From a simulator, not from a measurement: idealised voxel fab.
The document below concerns the process module designated voxel self aligned contacts.
cross-section cut | 230 nm wide | cells 5 nm
This document writes a cross-section as a grid whose cells are square, and gives it as bands, listed from the top down; one or more rows of cells form a band. Heights first: top, then bottom, in nm. Then materials, left to right, each with a width in nm. "all across" on a single material: fills the band edge to edge. "blank": empty space. Heights from 0 (as-received wafer is one material below). Bottom band endless downward, as "from 0 down". Graded width ("30 to 40"): value in top row of band = first number; value in bottom row = second number; row-to-row change constant. "no modifications" (step): cross-section cells unchanged, all of them. "Trapped void list" lists enclosed empty spaces (at least 8 cells, no open path upward to the top), each as width x height at distance from the left edge, in nm. Whatever follows a step's settings on its line is a remark the simulator itself makes about that step. A step line may carry the setting "overlay nm", which, for steps involving a mask, states the distance by which the mask lay to the right of its intended position; negative values denote displacement to the left.

# The steps planned for the process are as follows
1 RECEIVE [material Si]
2 OXIDIZE [depth nm 5]
3 DIRECTIONAL_DEP [material polySi] [thk nm 25]
4 DIRECTIONAL_DEP [material SiN] [thk nm 20]
5 PATTERN [tone cover] [mask id GATE] [material resist] [width nm 35] [pitch nm 70] [thk nm 15] [overlay nm 0]
6 DIRECTIONAL_ETCH [etch materials SiN] [depth nm 20]
7 DIRECTIONAL_ETCH [etch materials polySi] [depth nm 25]
8 STRIP [etch materials resist]
9 CONFORMAL_DEP [material SiN] [thk nm 5]
10 DIRECTIONAL_ETCH [etch materials SiN] [depth nm 5]
11 FILL_DEP [material SiO2] [thk nm 15]
12 CMP [height nm 50]
13 MASKED_ETCH [tone open] [mask id CONTACT] [width nm 55] [etch materials SiO2] [depth nm 55] [overlay nm 0]
14 CONFORMAL_DEP [material TiN] [thk nm 5]
15 FILL_DEP [material Ru] [thk nm 10]
16 CMP [height nm 50]
17 CONFORMAL_DEP [material SiCN] [thk nm 5]

# First of two wafers, with the run carried out as planned

# Step 1 complete: cross-section of the wafer as received
> from 0 down  Si all across
> Trapped void list: none

# Presented here is a cross-section of the wafer after step 2 has been performed
> from 0 to -5  SiO2 all across
> Note: structure below -5 unchanged.

# Presented here is a cross-section of the wafer after step 3 has been performed
> from 25 to 0  polySi all across
> Note: structure below 0 unchanged.

# Presented here is a cross-section of the wafer after step 4 has been performed
> from 45 to 25  SiN all across
> Note: structure below 25 unchanged.

# Presented here is a cross-section of the wafer after step 5 has been performed
> from 60 to 45  blank 60 nm, resist 35 nm, blank 35 nm, resist 35 nm, blank 65 nm
> Note: structure below 45 unchanged.

# Presented here is a cross-section of the wafer after step 6 has been performed
> from 60 to 45  blank 60 nm, resist 35 nm, blank 35 nm, resist 35 nm, blank 65 nm
> from 45 to 25  blank 60 nm, SiN 35 nm, blank 35 nm, SiN 35 nm, blank 65 nm
> Note: structure below 25 unchanged.

# Presented here is a cross-section of the wafer after step 7 has been performed
> from 60 to 45  blank 60 nm, resist 35 nm, blank 35 nm, resist 35 nm, blank 65 nm
> from 45 to 25  blank 60 nm, SiN 35 nm, blank 35 nm, SiN 35 nm, blank 65 nm
> from 25 to 0  blank 60 nm, polySi 35 nm, blank 35 nm, polySi 35 nm, blank 65 nm
> Note: structure below 0 unchanged.

# Presented here is a cross-section of the wafer after step 8 has been performed
> from 45 to 25  blank 60 nm, SiN 35 nm, blank 35 nm, SiN 35 nm, blank 65 nm
> Note: structure below 25 unchanged.

# Presented here is a cross-section of the wafer after step 9 has been performed
> from 50 to 25  blank 55 nm, SiN 45 nm, blank 25 nm, SiN 45 nm, blank 60 nm
> from 25 to 5  blank 55 nm, SiN 5 nm, polySi 35 nm, SiN 5 nm, blank 25 nm, SiN 5 nm, polySi 35 nm, SiN 5 nm, blank 60 nm
> from 5 to 0  SiN 60 nm, polySi 35 nm, SiN 35 nm, polySi 35 nm, SiN 65 nm
> Note: structure below 0 unchanged.

# Presented here is a cross-section of the wafer after step 10 has been performed
> from 45 to 25  blank 55 nm, SiN 45 nm, blank 25 nm, SiN 45 nm, blank 60 nm
> from 25 to 0  blank 55 nm, SiN 5 nm, polySi 35 nm, SiN 5 nm, blank 25 nm, SiN 5 nm, polySi 35 nm, SiN 5 nm, blank 60 nm
> Note: structure below 0 unchanged.

# Presented here is a cross-section of the wafer after step 11 has been performed
> from 60 to 45  SiO2 all across
> from 45 to 25  SiO2 55 nm, SiN 45 nm, SiO2 25 nm, SiN 45 nm, SiO2 60 nm
> from 25 to 0  SiO2 55 nm, SiN 5 nm, polySi 35 nm, SiN 5 nm, SiO2 25 nm, SiN 5 nm, polySi 35 nm, SiN 5 nm, SiO2 60 nm
> Note: structure below 0 unchanged.

# Presented here is a cross-section of the wafer after step 12 has been performed
> from 50 to 45  SiO2 all across
> Note: structure below 45 unchanged.

# Presented here is a cross-section of the wafer after step 13 has been performed
> from 50 to 45  SiO2 85 nm, blank 55 nm, SiO2 90 nm
> from 45 to 25  SiO2 55 nm, SiN 45 nm, blank 25 nm, SiN 45 nm, SiO2 60 nm
> from 25 to 0  SiO2 55 nm, SiN 5 nm, polySi 35 nm, SiN 5 nm, blank 25 nm, SiN 5 nm, polySi 35 nm, SiN 5 nm, SiO2 60 nm
> from 0 to -5  SiO2 100 nm, blank 25 nm, SiO2 105 nm
> Note: structure below -5 unchanged.

# Presented here is a cross-section of the wafer after step 14 has been performed
> from 55 to 50  TiN 90 nm, blank 45 nm, TiN 95 nm
> from 50 to 45  SiO2 85 nm, TiN 20 nm, blank 15 nm, TiN 20 nm, SiO2 90 nm
> from 45 to 25  SiO2 55 nm, SiN 45 nm, TiN 5 nm, blank 15 nm, TiN 5 nm, SiN 45 nm, SiO2 60 nm
> from 25 to 0  SiO2 55 nm, SiN 5 nm, polySi 35 nm, SiN 5 nm, TiN 5 nm, blank 15 nm, TiN 5 nm, SiN 5 nm, polySi 35 nm, SiN 5 nm, SiO2 60 nm
> from 0 to -5  SiO2 100 nm, TiN 25 nm, SiO2 105 nm
> Note: structure below -5 unchanged.

# Presented here is a cross-section of the wafer after step 15 has been performed
> from 65 to 55  Ru all across
> from 55 to 50  TiN 90 nm, Ru 45 nm, TiN 95 nm
> from 50 to 45  SiO2 85 nm, TiN 20 nm, Ru 15 nm, TiN 20 nm, SiO2 90 nm
> from 45 to 25  SiO2 55 nm, SiN 45 nm, TiN 5 nm, Ru 15 nm, TiN 5 nm, SiN 45 nm, SiO2 60 nm
> from 25 to 0  SiO2 55 nm, SiN 5 nm, polySi 35 nm, SiN 5 nm, TiN 5 nm, Ru 15 nm, TiN 5 nm, SiN 5 nm, polySi 35 nm, SiN 5 nm, SiO2 60 nm
> Note: structure below 0 unchanged.

# Presented here is a cross-section of the wafer after step 16 has been performed
> from 50 to 45  SiO2 85 nm, TiN 20 nm, Ru 15 nm, TiN 20 nm, SiO2 90 nm
> Note: structure below 45 unchanged.

# Presented here is a cross-section of the wafer after step 17 has been performed
> from 55 to 50  SiCN all across
> Note: structure below 50 unchanged.

# Second wafer. Start and plan as for the first. One mistake made in running. Agrees with the first up to and including step 3

# The second wafer cut through, at the time step 4 was supposed to be finished
> from 65 to 25  SiN all across
> Note: structure below 25 unchanged.

# The second wafer cut through, at the time step 5 was supposed to be finished
> from 80 to 65  blank 60 nm, resist 35 nm, blank 35 nm, resist 35 nm, blank 65 nm
> Note: structure below 65 unchanged.

# The second wafer cut through, at the time step 6 was supposed to be finished
> from 80 to 65  blank 60 nm, resist 35 nm, blank 35 nm, resist 35 nm, blank 65 nm
> from 65 to 45  blank 60 nm, SiN 35 nm, blank 35 nm, SiN 35 nm, blank 65 nm
> Note: structure below 45 unchanged.

The second wafer cut through, at the time step 7 was supposed to be finished: no modifications

# The second wafer cut through, at the time step 8 was supposed to be finished
> from 65 to 45  blank 60 nm, SiN 35 nm, blank 35 nm, SiN 35 nm, blank 65 nm
> Note: structure below 45 unchanged.

# The second wafer cut through, at the time step 9 was supposed to be finished
> from 70 to 50  blank 55 nm, SiN 45 nm, blank 25 nm, SiN 45 nm, blank 60 nm
> from 50 to 25  SiN all across
> Note: structure below 25 unchanged.

# The second wafer cut through, at the time step 10 was supposed to be finished
> from 65 to 45  blank 55 nm, SiN 45 nm, blank 25 nm, SiN 45 nm, blank 60 nm
> Note: structure below 45 unchanged.

# The second wafer cut through, at the time step 11 was supposed to be finished
> from 80 to 65  SiO2 all across
> from 65 to 45  SiO2 55 nm, SiN 45 nm, SiO2 25 nm, SiN 45 nm, SiO2 60 nm
> Note: structure below 45 unchanged.

# The second wafer cut through, at the time step 12 was supposed to be finished
> from 50 to 45  SiO2 55 nm, SiN 45 nm, SiO2 25 nm, SiN 45 nm, SiO2 60 nm
> Note: structure below 45 unchanged.

# The second wafer cut through, at the time step 13 was supposed to be finished
> from 50 to 45  SiO2 55 nm, SiN 45 nm, blank 25 nm, SiN 45 nm, SiO2 60 nm
> Note: structure below 45 unchanged.

# The second wafer cut through, at the time step 14 was supposed to be finished
> from 55 to 50  TiN 105 nm, blank 15 nm, TiN 110 nm
> from 50 to 45  SiO2 55 nm, SiN 45 nm, TiN 25 nm, SiN 45 nm, SiO2 60 nm
> Note: structure below 45 unchanged.

# The second wafer cut through, at the time step 15 was supposed to be finished
> from 65 to 55  Ru all across
> from 55 to 50  TiN 105 nm, Ru 15 nm, TiN 110 nm
> Note: structure below 50 unchanged.

# The second wafer cut through, at the time step 16 was supposed to be finished
> from 50 to 45  SiO2 55 nm, SiN 45 nm, TiN 25 nm, SiN 45 nm, SiO2 60 nm
> Note: structure below 45 unchanged.

# The second wafer cut through, at the time step 17 was supposed to be finished
> from 55 to 50  SiCN all across
> Note: structure below 50 unchanged.
Plan not followed: yeah, plan step 4 got run twice
FYI, end of process, the second wafer has more or fewer cells of some materials than the first: Ru -30; SiN +110; SiO2 -214; TiN -26; polySi +160
